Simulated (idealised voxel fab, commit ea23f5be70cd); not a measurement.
The process module presented herein is designated voxel self aligned vias.
275 nm wide, 5 nm square cells: that's cross-section cut.
In this document a cross-section is written as a grid of square cells. It is given as a series of bands, listed from the top down, and a band is one or more rows of cells. Basically the band line says how high the top is and how high the bottom is, in nm, and then what's in it from left to right, every material with its width in nm. Empty space shows up as "blank", and if a single material carries "throughout" it runs the full band edge to edge. Basically, 0 is our baseline, since under it the wafer straight out of the box is all one material. The bottom band has no lower end and keeps on going down, so it looks like "0 -> down". Quick explanation for "30..40": the width changes in equal steps down the rows of cells, from the first number in the band's top row to the second number in its bottom row. The designation "all unchanged", where it is given for a processing step, indicates that no cell of the cross-section was altered in the course of that step. Empty spaces counting at least 8 cells and having no open way to the top are listed in "Enclosed void catalog". The notation width x height at distance is used for each, the distance being from the left edge and all three values in nm. The remark found on a step's line after its settings is issued by the simulator itself and pertains to that step. overlay nm: step with mask; distance mask lay right of planned place; negative value = left of planned place.
This section lists the process steps that were planned
1,RECEIVE,material Si
2,CONFORMAL_DEP,material SiO2,thk nm 10
3,CONFORMAL_DEP,material SiCN,thk nm 5
4,DIRECTIONAL_DEP,material SiO2,thk nm 20
5,MASKED_ETCH,tone open,mask id LINES,width nm 20,pitch nm 50,etch materials SiO2,depth nm 20,overlay nm 0
6,CONFORMAL_DEP,material TiN,thk nm 5
7,FILL_DEP,material W,thk nm 10
8,CMP,height nm 35
9,SELECTIVE_ETCH,etch materials W Ru TiN,depth nm 10
10,FILL_DEP,material SiN,thk nm 10
11,CMP,height nm 35
12,DIRECTIONAL_DEP,material SiO2,thk nm 15
13,PATTERN,tone open,mask id VIAS,material resist,width nm 30,thk nm 15,overlay nm 0
14,DIRECTIONAL_ETCH,etch materials SiO2,depth nm 15
15,DIRECTIONAL_ETCH,etch materials SiN,depth nm 10
16,STRIP,etch materials resist
17,CONFORMAL_DEP,material TiN,thk nm 5
18,FILL_DEP,material Ru,thk nm 5
19,CMP,height nm 50
20,CONFORMAL_DEP,material SiN,thk nm 5
first wafer, as planned
Shown in cross-section is the wafer as received, that is, as it stands after step 1
  0 -> down = Si throughout
  Enclosed void catalog: none
You're looking at a cross-section of the wafer after step 2
  10 -> 0 = SiO2 throughout
  At heights below 0, the structure remains unaltered.
You're looking at a cross-section of the wafer after step 3
  15 -> 10 = SiCN throughout
  At heights below 10, the structure remains unaltered.
You're looking at a cross-section of the wafer after step 4
  35 -> 15 = SiO2 throughout
  At heights below 15, the structure remains unaltered.
You're looking at a cross-section of the wafer after step 5
  35 -> 15 = SiO2: 100, then blank: 20, then SiO2: 30, then blank: 20, then SiO2: 105
  At heights below 15, the structure remains unaltered.
You're looking at a cross-section of the wafer after step 6
  40 -> 35 = TiN: 105, then blank: 10, then TiN: 40, then blank: 10, then TiN: 110
  35 -> 20 = SiO2: 100, then TiN: 5, then blank: 10, then TiN: 5, then SiO2: 30, then TiN: 5, then blank: 10, then TiN: 5, then SiO2: 105
  20 -> 15 = SiO2: 100, then TiN: 20, then SiO2: 30, then TiN: 20, then SiO2: 105
  At heights below 15, the structure remains unaltered.
You're looking at a cross-section of the wafer after step 7
  50 -> 40 = W throughout
  40 -> 35 = TiN: 105, then W: 10, then TiN: 40, then W: 10, then TiN: 110
  35 -> 20 = SiO2: 100, then TiN: 5, then W: 10, then TiN: 5, then SiO2: 30, then TiN: 5, then W: 10, then TiN: 5, then SiO2: 105
  At heights below 20, the structure remains unaltered.
You're looking at a cross-section of the wafer after step 8
  35 -> 20 = SiO2: 100, then TiN: 5, then W: 10, then TiN: 5, then SiO2: 30, then TiN: 5, then W: 10, then TiN: 5, then SiO2: 105
  At heights below 20, the structure remains unaltered.
You're looking at a cross-section of the wafer after step 9
  35 -> 25 = SiO2: 100, then blank: 20, then SiO2: 30, then blank: 20, then SiO2: 105
  At heights below 25, the structure remains unaltered.
You're looking at a cross-section of the wafer after step 10
  45 -> 35 = SiN throughout
  35 -> 25 = SiO2: 100, then SiN: 20, then SiO2: 30, then SiN: 20, then SiO2: 105
  At heights below 25, the structure remains unaltered.
You're looking at a cross-section of the wafer after step 11
  35 -> 25 = SiO2: 100, then SiN: 20, then SiO2: 30, then SiN: 20, then SiO2: 105
  At heights below 25, the structure remains unaltered.
You're looking at a cross-section of the wafer after step 12
  50 -> 35 = SiO2 throughout
  At heights below 35, the structure remains unaltered.
You're looking at a cross-section of the wafer after step 13
  65 -> 50 = resist: 95, then blank: 30, then resist: 150
  At heights below 50, the structure remains unaltered.
You're looking at a cross-section of the wafer after step 14
  65 -> 50 = resist: 95, then blank: 30, then resist: 150
  50 -> 35 = SiO2: 95, then blank: 30, then SiO2: 150
  At heights below 35, the structure remains unaltered.
You're looking at a cross-section of the wafer after step 15
  65 -> 50 = resist: 95, then blank: 30, then resist: 150
  50 -> 35 = SiO2: 95, then blank: 30, then SiO2: 150
  35 -> 25 = SiO2: 100, then blank: 20, then SiO2: 30, then SiN: 20, then SiO2: 105
  At heights below 25, the structure remains unaltered.
You're looking at a cross-section of the wafer after step 16
  50 -> 35 = SiO2: 95, then blank: 30, then SiO2: 150
  At heights below 35, the structure remains unaltered.
You're looking at a cross-section of the wafer after step 17
  55 -> 50 = TiN: 100, then blank: 20, then TiN: 155
  50 -> 40 = SiO2: 95, then TiN: 5, then blank: 20, then TiN: 5, then SiO2: 150
  40 -> 35 = SiO2: 95, then TiN: 10, then blank: 10, then TiN: 10, then SiO2: 150
  35 -> 30 = SiO2: 100, then TiN: 5, then blank: 10, then TiN: 5, then SiO2: 30, then SiN: 20, then SiO2: 105
  30 -> 25 = SiO2: 100, then TiN: 20, then SiO2: 30, then SiN: 20, then SiO2: 105
  At heights below 25, the structure remains unaltered.
You're looking at a cross-section of the wafer after step 18
  60 -> 55 = Ru throughout
  55 -> 50 = TiN: 100, then Ru: 20, then TiN: 155
  50 -> 40 = SiO2: 95, then TiN: 5, then Ru: 20, then TiN: 5, then SiO2: 150
  40 -> 35 = SiO2: 95, then TiN: 10, then Ru: 10, then TiN: 10, then SiO2: 150
  35 -> 30 = SiO2: 100, then TiN: 5, then Ru: 10, then TiN: 5, then SiO2: 30, then SiN: 20, then SiO2: 105
  At heights below 30, the structure remains unaltered.
You're looking at a cross-section of the wafer after step 19
  50 -> 40 = SiO2: 95, then TiN: 5, then Ru: 20, then TiN: 5, then SiO2: 150
  At heights below 40, the structure remains unaltered.
You're looking at a cross-section of the wafer after step 20
  55 -> 50 = SiN throughout
  At heights below 50, the structure remains unaltered.
Second wafer, same starting conditions and recipe as the first, one mistake in executing it, nothing differs from the first up to and including step 13
X-section, second wafer, when step 14 was due to finish
  65 -> 50 = resist: 95, then blank: 30, then resist: 150
  50 -> 35 = SiO2: 95, then blank: 30, then SiO2: 150
  35 -> 25 = SiO2: 95, then blank: 5, then SiN: 20, then blank: 5, then SiO2: 25, then SiN: 20, then SiO2: 105
  25 -> 20 = SiO2: 95, then blank: 5, then TiN: 5, then W: 10, then TiN: 5, then blank: 5, then SiO2: 25, then TiN: 5, then W: 10, then TiN: 5, then SiO2: 105
  At heights below 20, the structure remains unaltered.
X-section, second wafer, when step 15 was due to finish
  65 -> 50 = resist: 95, then blank: 30, then resist: 150
  50 -> 35 = SiO2: 95, then blank: 30, then SiO2: 150
  35 -> 25 = SiO2: 95, then blank: 30, then SiO2: 25, then SiN: 20, then SiO2: 105
  At heights below 25, the structure remains unaltered.
X-section, second wafer, when step 16 was due to finish
  50 -> 35 = SiO2: 95, then blank: 30, then SiO2: 150
  At heights below 35, the structure remains unaltered.
X-section, second wafer, when step 17 was due to finish
  55 -> 50 = TiN: 100, then blank: 20, then TiN: 155
  50 -> 35 = SiO2: 95, then TiN: 5, then blank: 20, then TiN: 5, then SiO2: 150
  35 -> 30 = SiO2: 95, then TiN: 5, then blank: 20, then TiN: 5, then SiO2: 25, then SiN: 20, then SiO2: 105
  30 -> 25 = SiO2: 95, then TiN: 30, then SiO2: 25, then SiN: 20, then SiO2: 105
  25 -> 20 = SiO2: 95, then TiN: 10, then W: 10, then TiN: 10, then SiO2: 25, then TiN: 5, then W: 10, then TiN: 5, then SiO2: 105
  At heights below 20, the structure remains unaltered.
X-section, second wafer, when step 18 was due to finish
  60 -> 55 = Ru throughout
  55 -> 50 = TiN: 100, then Ru: 20, then TiN: 155
  50 -> 35 = SiO2: 95, then TiN: 5, then Ru: 20, then TiN: 5, then SiO2: 150
  35 -> 30 = SiO2: 95, then TiN: 5, then Ru: 20, then TiN: 5, then SiO2: 25, then SiN: 20, then SiO2: 105
  At heights below 30, the structure remains unaltered.
X-section, second wafer, when step 19 was due to finish
  50 -> 35 = SiO2: 95, then TiN: 5, then Ru: 20, then TiN: 5, then SiO2: 150
  At heights below 35, the structure remains unaltered.
X-section, second wafer, when step 20 was due to finish
  55 -> 50 = SiN throughout
  At heights below 50, the structure remains unaltered.
So what did we get wrong on this run? step 14 of the plan was twice carried out
Wafer comparison, final, in cells, second relative to first, materials more or fewer: Ru: 4 more, SiO2: 6 fewer, TiN: 2 more
